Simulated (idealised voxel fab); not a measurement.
A process module follows: voxel trench capacitor.
We display cut, a cross-section 270 nm in width whose square cells are each 5 nm.
Cross-section spec: square-cell grid; bands listed top down; each band is one or more rows.
Read a band's entry like this: the first values are the height of its top and the height of its bottom in nm, and what follows is the sequence of materials from left to right, each with its width in nm. Note that "air" is empty space, and that a single material marked "throughout" reaches across the band from edge to edge.
Below 0: as-received wafer, all one material; heights counted from there. Lowest band: no bottom, goes on down, written "z 0 and below".
The two numbers in a width such as "30..40" mark its ends across the band: the first belongs to the top row of cells, the second to the bottom row, and from each row to the next the width moves by the same amount.
Reading "no modification" for a step: not a cell of the cross-section changed in it.
Look at "Closed internal cavities" for the closed voids: empty spaces with no open path to the top, sized 8 cells or up. Each is width x height at distance, distance from the left edge, all nm.
If you see something after the settings on a step's line, that's the simulator's own remark about that step.
What "overlay nm" on a step's line means: if the step has a mask, that mask lay this far to the right of its planned place, or, when the value is negative, to the left.
-- The steps planned for the process are as follows
1) RECEIVE [material Si]
2) CONFORMAL_DEP [material SiN] [thk nm 5]
3) DIRECTIONAL_DEP [material aC] [thk nm 15]
4) PATTERN [tone open] [mask id TRENCH] [material resist] [width nm 15] [pitch nm 30] [thk nm 35] [overlay nm 0]
5) DIRECTIONAL_ETCH [etch materials aC] [depth nm 15]
6) STRIP [etch materials resist]
7) DIRECTIONAL_ETCH [etch materials SiN] [depth nm 5]
8) DIRECTIONAL_ETCH [etch materials Si] [depth nm 35]
9) STRIP [etch materials aC]
10) CONFORMAL_DEP [material SiO2] [thk nm 5]
11) FILL_DEP [material polySi] [thk nm 10]
12) CMP [height nm 5]
-- First of two wafers, processed according to plan
-- Wafer as received: cross-section following step 1
> z 0 and below  Si throughout
> Closed internal cavities: none
-- The wafer in cross-section once step 2 is complete
> z 5 to 0  SiN throughout
> Under the height 0 nothing was changed.
-- The wafer in cross-section once step 3 is complete
> z 20 to 5  aC throughout
> Under the height 5 nothing was changed.
-- The wafer in cross-section once step 4 is complete
> z 55 to 20  95 nm resist  15 nm air  15 nm resist  15 nm air  15 nm resist  15 nm air  100 nm resist
> Under the height 20 nothing was changed.
-- The wafer in cross-section once step 5 is complete
> z 40 to 20  95 nm resist  15 nm air  15 nm resist  15 nm air  15 nm resist  15 nm air  100 nm resist
> z 20 to 5  95 nm aC  15 nm air  15 nm aC  15 nm air  15 nm aC  15 nm air  100 nm aC
> Under the height 5 nothing was changed.
-- The wafer in cross-section once step 6 is complete
> z 20 to 5  95 nm aC  15 nm air  15 nm aC  15 nm air  15 nm aC  15 nm air  100 nm aC
> Under the height 5 nothing was changed.
-- The wafer in cross-section once step 7 is complete
> z 20 to 5  95 nm aC  15 nm air  15 nm aC  15 nm air  15 nm aC  15 nm air  100 nm aC
> z 5 to 0  95 nm SiN  15 nm air  15 nm SiN  15 nm air  15 nm SiN  15 nm air  100 nm SiN
> Under the height 0 nothing was changed.
-- The wafer in cross-section once step 8 is complete
> z 20 to 5  95 nm aC  15 nm air  15 nm aC  15 nm air  15 nm aC  15 nm air  100 nm aC
> z 5 to 0  95 nm SiN  15 nm air  15 nm SiN  15 nm air  15 nm SiN  15 nm air  100 nm SiN
> z 0 to -35  95 nm Si  15 nm air  15 nm Si  15 nm air  15 nm Si  15 nm air  100 nm Si
> Under the height -35 nothing was changed.
-- The wafer in cross-section once step 9 is complete
> z 5 to 0  95 nm SiN  15 nm air  15 nm SiN  15 nm air  15 nm SiN  15 nm air  100 nm SiN
> Under the height 0 nothing was changed.
-- The wafer in cross-section once step 10 is complete
> z 10 to 5  100 nm SiO2  5 nm air  25 nm SiO2  5 nm air  25 nm SiO2  5 nm air  105 nm SiO2
> z 5 to 0  95 nm SiN  5 nm SiO2  5 nm air  5 nm SiO2  15 nm SiN  5 nm SiO2  5 nm air  5 nm SiO2  15 nm SiN  5 nm SiO2  5 nm air  5 nm SiO2  100 nm SiN
> z 0 to -30  95 nm Si  5 nm SiO2  5 nm air  5 nm SiO2  15 nm Si  5 nm SiO2  5 nm air  5 nm SiO2  15 nm Si  5 nm SiO2  5 nm air  5 nm SiO2  100 nm Si
> z -30 to -35  95 nm Si  15 nm SiO2  15 nm Si  15 nm SiO2  15 nm Si  15 nm SiO2  100 nm Si
> Under the height -35 nothing was changed.
-- The wafer in cross-section once step 11 is complete
> z 20 to 10  polySi throughout
> z 10 to 5  100 nm SiO2  5 nm polySi  25 nm SiO2  5 nm polySi  25 nm SiO2  5 nm polySi  105 nm SiO2
> z 5 to 0  95 nm SiN  5 nm SiO2  5 nm polySi  5 nm SiO2  15 nm SiN  5 nm SiO2  5 nm polySi  5 nm SiO2  15 nm SiN  5 nm SiO2  5 nm polySi  5 nm SiO2  100 nm SiN
> z 0 to -30  95 nm Si  5 nm SiO2  5 nm polySi  5 nm SiO2  15 nm Si  5 nm SiO2  5 nm polySi  5 nm SiO2  15 nm Si  5 nm SiO2  5 nm polySi  5 nm SiO2  100 nm Si
> Under the height -30 nothing was changed.
-- The wafer in cross-section once step 12 is complete
> z 5 to 0  95 nm SiN  5 nm SiO2  5 nm polySi  5 nm SiO2  15 nm SiN  5 nm SiO2  5 nm polySi  5 nm SiO2  15 nm SiN  5 nm SiO2  5 nm polySi  5 nm SiO2  100 nm SiN
> Under the height 0 nothing was changed.
-- Second wafer, same starting state and plan as the first, one mistake in the run, identical through step 9
-- The second wafer cut through, at the time step 10 was supposed to be finished
> z 10 to 0  100 nm SiN  5 nm air  25 nm SiN  5 nm air  25 nm SiN  5 nm air  105 nm SiN
> z 0 to -30  95 nm Si  5 nm SiN  5 nm air  5 nm SiN  15 nm Si  5 nm SiN  5 nm air  5 nm SiN  15 nm Si  5 nm SiN  5 nm air  5 nm SiN  100 nm Si
> z -30 to -35  95 nm Si  15 nm SiN  15 nm Si  15 nm SiN  15 nm Si  15 nm SiN  100 nm Si
> Under the height -35 nothing was changed.
-- The second wafer cut through, at the time step 11 was supposed to be finished
> z 20 to 10  polySi throughout
> z 10 to 0  100 nm SiN  5 nm polySi  25 nm SiN  5 nm polySi  25 nm SiN  5 nm polySi  105 nm SiN
> z 0 to -30  95 nm Si  5 nm SiN  5 nm polySi  5 nm SiN  15 nm Si  5 nm SiN  5 nm polySi  5 nm SiN  15 nm Si  5 nm SiN  5 nm polySi  5 nm SiN  100 nm Si
> Under the height -30 nothing was changed.
-- The second wafer cut through, at the time step 12 was supposed to be finished
> z 5 to 0  100 nm SiN  5 nm polySi  25 nm SiN  5 nm polySi  25 nm SiN  5 nm polySi  105 nm SiN
> Under the height 0 nothing was changed.
Deviation from plan: step 10 deviated from plan and actually ran as CONFORMAL_DEP [material SiN] [thk nm 5]
The final cell counts differ between the wafers, with the second having more or fewer of some materials than the first: SiN +51; SiO2 -51
